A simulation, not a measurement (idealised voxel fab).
process module | voxel capacitor over wiring
cross-section cut | 165 nm wide | cells 5 nm
A cross-section is a grid of square cells, given in bands from the top down. A band is one or more rows of cells.
Each band's line starts with the height of the band's top and of its bottom, in nm. Then come its materials from left to right, each with its width in nm. One material with "throughout" fills the band from edge to edge. "air" is empty space.
Height 0 is the level under which the wafer as received is all one material. The lowest band goes on downwards, as in "0 down".
A width such as "30 to 40" changes by the same amount from each row of cells to the next, from the band's top row to its bottom row.
"no change" after a step means that no cell of the cross-section changed.
closed voids: empty space of 8 cells or more with no open way to the top, each as width x height at its distance from the left edge, in nm
after a step's settings: what the simulator itself notes on the step
overlay nm, on a step with a mask: how far to the right of its planned place the mask lay; to the left if negative
plan
1 op RECEIVE | material Si
2 op CONFORMAL_DEP | material SiO2 | thk nm 15
3 op CONFORMAL_DEP | material SiN | thk nm 5
4 op DIRECTIONAL_DEP | material SiO2 | thk nm 25
5 op PATTERN | tone open | mask id METAL_1 | material resist | width nm 20 | pitch nm 75 | thk nm 20 | overlay nm 0
6 op DIRECTIONAL_ETCH | etch materials SiO2 | depth nm 25
7 op DIRECTIONAL_ETCH | etch materials SiN | depth nm 5
8 op STRIP | etch materials resist
9 op CONFORMAL_DEP | material TiN | thk nm 5
10 op FILL_DEP | material Ru | thk nm 5
11 op CMP | height nm 45
12 op EPI | material Ru | thk nm 5
13 op FILL_DEP | material SiCN | thk nm 5
14 op DIRECTIONAL_DEP | material SiO2 | thk nm 20
15 op MASKED_ETCH | tone open | mask id PLUG_1 | width nm 15 | etch materials SiO2 | depth nm 20 | overlay nm 0
16 op MASKED_ETCH | tone open | mask id PLUG_1 | width nm 15 | etch materials SiCN | depth nm 5 | overlay nm 0
17 op EPI | material Ru | thk nm 10
18 op EPI | material Ru | thk nm 10
19 op EPI | material Ru | thk nm 5
20 op DIRECTIONAL_DEP | material TiN | thk nm 5
21 op DIRECTIONAL_DEP | material SiN | thk nm 5
22 op DIRECTIONAL_DEP | material TiN | thk nm 5
23 op DIRECTIONAL_DEP | material aC | thk nm 15
24 op PATTERN | tone cover | mask id UPPER_PLATE | material resist | width nm 60 | thk nm 30 | overlay nm 0
25 op DIRECTIONAL_ETCH | etch materials aC | depth nm 15
26 op STRIP | etch materials resist
27 op DIRECTIONAL_ETCH | etch materials TiN | depth nm 5
28 op DIRECTIONAL_ETCH | etch materials SiN | depth nm 5
29 op STRIP | etch materials aC
30 op MASKED_ETCH | tone cover | mask id LOWER_PLATE | width nm 70 | etch materials TiN | depth nm 5 | overlay nm 0
31 op FILL_DEP | material SiO2 | thk nm 20
32 op CMP | height nm 105
33 op DIRECTIONAL_DEP | material aC | thk nm 15
34 op PATTERN | tone open | mask id PLUG_2 | material resist | width nm 15 | thk nm 35 | overlay nm 0
35 op DIRECTIONAL_ETCH | etch materials aC | depth nm 15
36 op STRIP | etch materials resist
37 op DIRECTIONAL_ETCH | etch materials SiO2 | depth nm 15
38 op STRIP | etch materials aC
39 op CONFORMAL_DEP | material TiN | thk nm 5
40 op FILL_DEP | material Ru | thk nm 5
41 op CMP | height nm 105
42 op CONFORMAL_DEP | material SiN | thk nm 5
as received, after step 1
  0 down: Si throughout
  closed voids: none
a wafer at the end: this start, this plan, one mistake
  110 to 105: SiN throughout
  105 to 95: SiO2 50 | TiN 5 | Ru 5 | TiN 5 | SiO2 100
  95 to 85: SiO2 50 to 40 | TiN 15 to 20 | SiO2 100 to 105
  85 to 80: SiO2 40 | SiN 20 | SiO2 105
  80 to 75: SiO2 35 | TiN 65 | SiO2 65
  75 to 70: SiO2 35 | Ru 25 | SiN 40 | SiO2 65
  70 to 65: SiO2 40 | Ru 15 | SiO2 5 | TiN 45 | SiO2 60
  65 to 50: SiO2 40 | Ru 15 | SiO2 110
  50 to 45: SiO2 30 | Ru 30 | SiO2 45 | Ru 30 | SiO2 30
  45 to 20: SiO2 35 | TiN 5 | Ru 10 | TiN 5 | SiO2 55 | TiN 5 | Ru 10 | TiN 5 | SiO2 35
  20 to 15: SiN 35 | TiN 20 | SiN 55 | TiN 20 | SiN 35
  15 to 0: SiO2 throughout
  0 down: Si throughout
  closed voids: none
what went wrong: step 13 was left out
